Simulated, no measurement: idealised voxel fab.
process module | voxel wiring stack
cross-section cut | 180 nm wide | cells 5 nm
A cross-section is a grid of square cells, given in bands from the top down. A band is one or more rows of cells.
Each band's line starts with the height of the band's top and of its bottom, in nm. Then come its materials from left to right, each with its width in nm. One material with "throughout" fills the band from edge to edge. "air" is empty space.
Height 0 is the level under which the wafer as received is all one material. The lowest band goes on downwards, as in "0 down".
A width such as "30 to 40" changes by the same amount from each row of cells to the next, from the band's top row to its bottom row.
"no change" after a step means that no cell of the cross-section changed.
closed voids: empty space of 8 cells or more with no open way to the top, each as width x height at its distance from the left edge, in nm
after a step's settings: what the simulator itself notes on the step
overlay nm, on a step with a mask: how far to the right of its planned place the mask lay; to the left if negative
plan
1 op RECEIVE | material Si
2 op CONFORMAL_DEP | material SiO2 | thk nm 15
3 op DIRECTIONAL_DEP | material TiN | thk nm 5
4 op DIRECTIONAL_DEP | material W | thk nm 20
5 op DIRECTIONAL_DEP | material aC | thk nm 10
6 op PATTERN | tone cover | mask id METAL_1 | material resist | width nm 30 | pitch nm 60 | thk nm 25 | overlay nm 0
7 op DIRECTIONAL_ETCH | etch materials aC | depth nm 10
8 op STRIP | etch materials resist
9 op DIRECTIONAL_ETCH | etch materials W | depth nm 20
10 op DIRECTIONAL_ETCH | etch materials TiN | depth nm 5
11 op STRIP | etch materials aC
12 op FILL_DEP | material lowk | thk nm 5
13 op CMP | height nm 40
14 op CONFORMAL_DEP | material SiCN | thk nm 5
15 op DIRECTIONAL_DEP | material SiO2 | thk nm 20
16 op DIRECTIONAL_DEP | material aC | thk nm 15
17 op PATTERN | tone open | mask id PLUG_1 | material resist | width nm 15 | pitch nm 60 | thk nm 35 | overlay nm 0
18 op DIRECTIONAL_ETCH | etch materials aC | depth nm 15
19 op STRIP | etch materials resist
20 op DIRECTIONAL_ETCH | etch materials SiO2 | depth nm 20
21 op DIRECTIONAL_ETCH | etch materials SiCN | depth nm 5
22 op STRIP | etch materials aC
23 op EPI | material Ru | thk nm 10
24 op EPI | material Ru | thk nm 10
25 op EPI | material Ru | thk nm 5
26 op DIRECTIONAL_DEP | material TiN | thk nm 5
27 op DIRECTIONAL_DEP | material Ru | thk nm 15
28 op MASKED_ETCH | tone cover | mask id METAL_2 | width nm 30 | pitch nm 60 | etch materials Ru | depth nm 15 | overlay nm 0
29 op MASKED_ETCH | tone cover | mask id METAL_2 | width nm 30 | pitch nm 60 | etch materials TiN | depth nm 5 | overlay nm 0
30 op CONFORMAL_DEP | material SiCN | thk nm 5
31 op FILL_DEP | material lowk | thk nm 5
32 op CMP | height nm 85
33 op CONFORMAL_DEP | material SiCN | thk nm 5
as received, after step 1
  0 down: Si throughout
  closed voids: none
first wafer at the end, as planned
  90 to 85: SiCN throughout
  85 to 70: lowk 10 | SiCN 5 | Ru 30 | SiCN 5 | lowk 20 | SiCN 5 | Ru 30 | SiCN 5 | lowk 20 | SiCN 5 | Ru 30 | SiCN 5 | lowk 10
  70 to 65: SiCN 15 | TiN 30 | SiCN 30 | TiN 30 | SiCN 30 | TiN 30 | SiCN 15
  65 to 45: SiO2 15 | Ru 15 | SiO2 45 | Ru 15 | SiO2 45 | Ru 15 | SiO2 30
  45 to 40: SiCN 15 | Ru 15 | SiCN 45 | Ru 15 | SiCN 45 | Ru 15 | SiCN 30
  40 to 20: lowk 15 | W 30 | lowk 30 | W 30 | lowk 30 | W 30 | lowk 15
  20 to 15: lowk 15 | TiN 30 | lowk 30 | TiN 30 | lowk 30 | TiN 30 | lowk 15
  15 to 0: SiO2 throughout
  0 down: Si throughout
  closed voids: none
second wafer at the end: like start, like plan, one mistake
  90 to 85: SiCN throughout
  85 to 80: lowk throughout
  80 to 75: lowk 10 | SiCN 40 | lowk 20 | SiCN 40 | lowk 20 | SiCN 40 | lowk 10
  75 to 70: lowk 10 | SiCN 5 | Ru 30 | SiCN 5 | lowk 20 | SiCN 5 | Ru 30 | SiCN 5 | lowk 20 | SiCN 5 | Ru 30 | SiCN 5 | lowk 10
  70 to 65: SiCN 15 | TiN 30 | SiCN 30 | TiN 30 | SiCN 30 | TiN 30 | SiCN 15
  65 to 45: SiO2 15 | Ru 15 | SiO2 45 | Ru 15 | SiO2 45 | Ru 15 | SiO2 30
  45 to 40: SiCN 15 | Ru 15 | SiCN 45 | Ru 15 | SiCN 45 | Ru 15 | SiCN 30
  40 to 20: lowk 15 | W 30 | lowk 30 | W 30 | lowk 30 | W 30 | lowk 15
  20 to 15: lowk 15 | TiN 30 | lowk 30 | TiN 30 | lowk 30 | TiN 30 | lowk 15
  15 to 0: SiO2 throughout
  0 down: Si throughout
  closed voids: none
what went wrong: step 27 ran as: op DIRECTIONAL_DEP | material Ru | thk nm 5
at the end the second wafer has, in cells: 36 fewer of Ru | 12 more of SiCN | 24 more of lowk
